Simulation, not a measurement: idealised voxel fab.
process module | voxel self aligned vias
cross-section cut | 275 nm wide | cells 5 nm
A cross-section is a grid of square cells, given in bands from the top down. A band is one or more rows of cells.
Each band's line starts with the height of the band's top and of its bottom, in nm. Then come its materials from left to right, each with its width in nm. One material with "throughout" fills the band from edge to edge. "air" is empty space.
Height 0 is the level under which the wafer as received is all one material. The lowest band goes on downwards, as in "0 down".
A width such as "30 to 40" changes by the same amount from each row of cells to the next, from the band's top row to its bottom row.
"no change" after a step means that no cell of the cross-section changed.
closed voids: empty space of 8 cells or more with no open way to the top, each as width x height at its distance from the left edge, in nm
after a step's settings: what the simulator itself notes on the step
overlay nm, on a step with a mask: how far to the right of its planned place the mask lay; to the left if negative
plan
1 op RECEIVE | material Si
2 op CONFORMAL_DEP | material SiO2 | thk nm 15
3 op CONFORMAL_DEP | material SiCN | thk nm 5
4 op DIRECTIONAL_DEP | material SiO2 | thk nm 25
5 op DIRECTIONAL_DEP | material aC | thk nm 15
6 op PATTERN | tone open | mask id LINES | material resist | width nm 30 | pitch nm 70 | thk nm 30 | overlay nm 0
7 op DIRECTIONAL_ETCH | etch materials aC | depth nm 15
8 op STRIP | etch materials resist
9 op DIRECTIONAL_ETCH | etch materials SiO2 | depth nm 25
10 op STRIP | etch materials aC
11 op CONFORMAL_DEP | material TiN | thk nm 5
12 op FILL_DEP | material W | thk nm 5
13 op CMP | height nm 45
14 op SELECTIVE_ETCH | etch materials W Ru TiN | depth nm 10
15 op FILL_DEP | material SiN | thk nm 10
16 op CMP | height nm 45
17 op DIRECTIONAL_DEP | material SiO2 | thk nm 15
18 op PATTERN | tone open | mask id VIAS | material resist | width nm 40 | pitch nm 70 | thk nm 15 | overlay nm 0
19 op DIRECTIONAL_ETCH | etch materials SiO2 | depth nm 15
20 op DIRECTIONAL_ETCH | etch materials SiN | depth nm 10
21 op STRIP | etch materials resist
22 op CONFORMAL_DEP | material TiN | thk nm 5
23 op FILL_DEP | material Cu | thk nm 10
24 op CMP | height nm 60
25 op CONFORMAL_DEP | material SiCN | thk nm 5
first wafer, as planned
as received, after step 1
  0 down: Si throughout
  closed voids: none
after step 2
  15 to 0: SiO2 throughout
  below 0: unchanged
after step 3
  20 to 15: SiCN throughout
  below 15: unchanged
after step 4
  45 to 20: SiO2 throughout
  below 20: unchanged
after step 5
  60 to 45: aC throughout
  below 45: unchanged
after step 6
  90 to 60: resist 85 | air 30 | resist 40 | air 30 | resist 90
  below 60: unchanged
after step 7
  75 to 60: resist 85 | air 30 | resist 40 | air 30 | resist 90
  60 to 45: aC 85 | air 30 | aC 40 | air 30 | aC 90
  below 45: unchanged
after step 8
  60 to 45: aC 85 | air 30 | aC 40 | air 30 | aC 90
  below 45: unchanged
after step 9
  60 to 45: aC 85 | air 30 | aC 40 | air 30 | aC 90
  45 to 20: SiO2 85 | air 30 | SiO2 40 | air 30 | SiO2 90
  below 20: unchanged
after step 10
  45 to 20: SiO2 85 | air 30 | SiO2 40 | air 30 | SiO2 90
  below 20: unchanged
after step 11
  50 to 45: TiN 90 | air 20 | TiN 50 | air 20 | TiN 95
  45 to 25: SiO2 85 | TiN 5 | air 20 | TiN 5 | SiO2 40 | TiN 5 | air 20 | TiN 5 | SiO2 90
  25 to 20: SiO2 85 | TiN 30 | SiO2 40 | TiN 30 | SiO2 90
  below 20: unchanged
after step 12
  55 to 50: W throughout
  50 to 45: TiN 90 | W 20 | TiN 50 | W 20 | TiN 95
  45 to 25: SiO2 85 | TiN 5 | W 20 | TiN 5 | SiO2 40 | TiN 5 | W 20 | TiN 5 | SiO2 90
  below 25: unchanged
after step 13
  45 to 25: SiO2 85 | TiN 5 | W 20 | TiN 5 | SiO2 40 | TiN 5 | W 20 | TiN 5 | SiO2 90
  below 25: unchanged
after step 14
  45 to 35: SiO2 85 | air 30 | SiO2 40 | air 30 | SiO2 90
  below 35: unchanged
after step 15
  55 to 45: SiN throughout
  45 to 35: SiO2 85 | SiN 30 | SiO2 40 | SiN 30 | SiO2 90
  below 35: unchanged
after step 16
  45 to 35: SiO2 85 | SiN 30 | SiO2 40 | SiN 30 | SiO2 90
  below 35: unchanged
after step 17
  60 to 45: SiO2 throughout
  below 45: unchanged
after step 18
  75 to 60: resist 80 | air 40 | resist 30 | air 40 | resist 85
  below 60: unchanged
after step 19
  75 to 60: resist 80 | air 40 | resist 30 | air 40 | resist 85
  60 to 45: SiO2 80 | air 40 | SiO2 30 | air 40 | SiO2 85
  below 45: unchanged
after step 20
  75 to 60: resist 80 | air 40 | resist 30 | air 40 | resist 85
  60 to 45: SiO2 80 | air 40 | SiO2 30 | air 40 | SiO2 85
  45 to 35: SiO2 85 | air 30 | SiO2 40 | air 30 | SiO2 90
  below 35: unchanged
after step 21
  60 to 45: SiO2 80 | air 40 | SiO2 30 | air 40 | SiO2 85
  below 45: unchanged
after step 22
  65 to 60: TiN 85 | air 30 | TiN 40 | air 30 | TiN 90
  60 to 50: SiO2 80 | TiN 5 | air 30 | TiN 5 | SiO2 30 | TiN 5 | air 30 | TiN 5 | SiO2 85
  50 to 40: SiO2 80 to 85 | TiN 10 to 5 | air 20 | TiN 10 to 5 | SiO2 30 to 40 | TiN 10 to 5 | air 20 | TiN 10 to 5 | SiO2 85 to 90
  40 to 35: SiO2 85 | TiN 30 | SiO2 40 | TiN 30 | SiO2 90
  below 35: unchanged
after step 23
  75 to 65: Cu throughout
  65 to 60: TiN 85 | Cu 30 | TiN 40 | Cu 30 | TiN 90
  60 to 50: SiO2 80 | TiN 5 | Cu 30 | TiN 5 | SiO2 30 | TiN 5 | Cu 30 | TiN 5 | SiO2 85
  50 to 40: SiO2 80 to 85 | TiN 10 to 5 | Cu 20 | TiN 10 to 5 | SiO2 30 to 40 | TiN 10 to 5 | Cu 20 | TiN 10 to 5 | SiO2 85 to 90
  below 40: unchanged
after step 24
  60 to 50: SiO2 80 | TiN 5 | Cu 30 | TiN 5 | SiO2 30 | TiN 5 | Cu 30 | TiN 5 | SiO2 85
  below 50: unchanged
after step 25
  65 to 60: SiCN throughout
  below 60: unchanged
second wafer: like start, like plan, one mistake. Through step 18 it matches the first wafer
when step 19 should have ended
  75 to 60: resist 80 | air 40 | resist 30 | air 40 | resist 85
  60 to 45: SiO2 80 | air 40 | SiO2 30 | air 40 | SiO2 85
  45 to 35: SiO2 80 | air 5 | SiN 30 | air 5 | SiO2 30 | air 5 | SiN 30 | air 5 | SiO2 85
  35 to 30: SiO2 80 | air 5 | TiN 5 | W 20 | TiN 5 | air 5 | SiO2 30 | air 5 | TiN 5 | W 20 | TiN 5 | air 5 | SiO2 85
  below 30: unchanged
when step 20 should have ended
  75 to 60: resist 80 | air 40 | resist 30 | air 40 | resist 85
  60 to 35: SiO2 80 | air 40 | SiO2 30 | air 40 | SiO2 85
  below 35: unchanged
when step 21 should have ended
  60 to 35: SiO2 80 | air 40 | SiO2 30 | air 40 | SiO2 85
  below 35: unchanged
when step 22 should have ended
  65 to 60: TiN 85 | air 30 | TiN 40 | air 30 | TiN 90
  60 to 40: SiO2 80 | TiN 5 | air 30 | TiN 5 | SiO2 30 | TiN 5 | air 30 | TiN 5 | SiO2 85
  40 to 35: SiO2 80 | TiN 40 | SiO2 30 | TiN 40 | SiO2 85
  35 to 25: SiO2 80 to 85 | TiN 10 to 5 | W 20 | TiN 10 to 5 | SiO2 30 to 40 | TiN 10 to 5 | W 20 | TiN 10 to 5 | SiO2 85 to 90
  below 25: unchanged
when step 23 should have ended
  75 to 65: Cu throughout
  65 to 60: TiN 85 | Cu 30 | TiN 40 | Cu 30 | TiN 90
  60 to 40: SiO2 80 | TiN 5 | Cu 30 | TiN 5 | SiO2 30 | TiN 5 | Cu 30 | TiN 5 | SiO2 85
  below 40: unchanged
when step 24 should have ended
  60 to 40: SiO2 80 | TiN 5 | Cu 30 | TiN 5 | SiO2 30 | TiN 5 | Cu 30 | TiN 5 | SiO2 85
  below 40: unchanged
when step 25 should have ended
  65 to 60: SiCN throughout
  below 60: unchanged
what went wrong: step 19 was run twice
at the end the second wafer has, in cells: 8 more of Cu | 12 fewer of SiO2 | 4 more of TiN
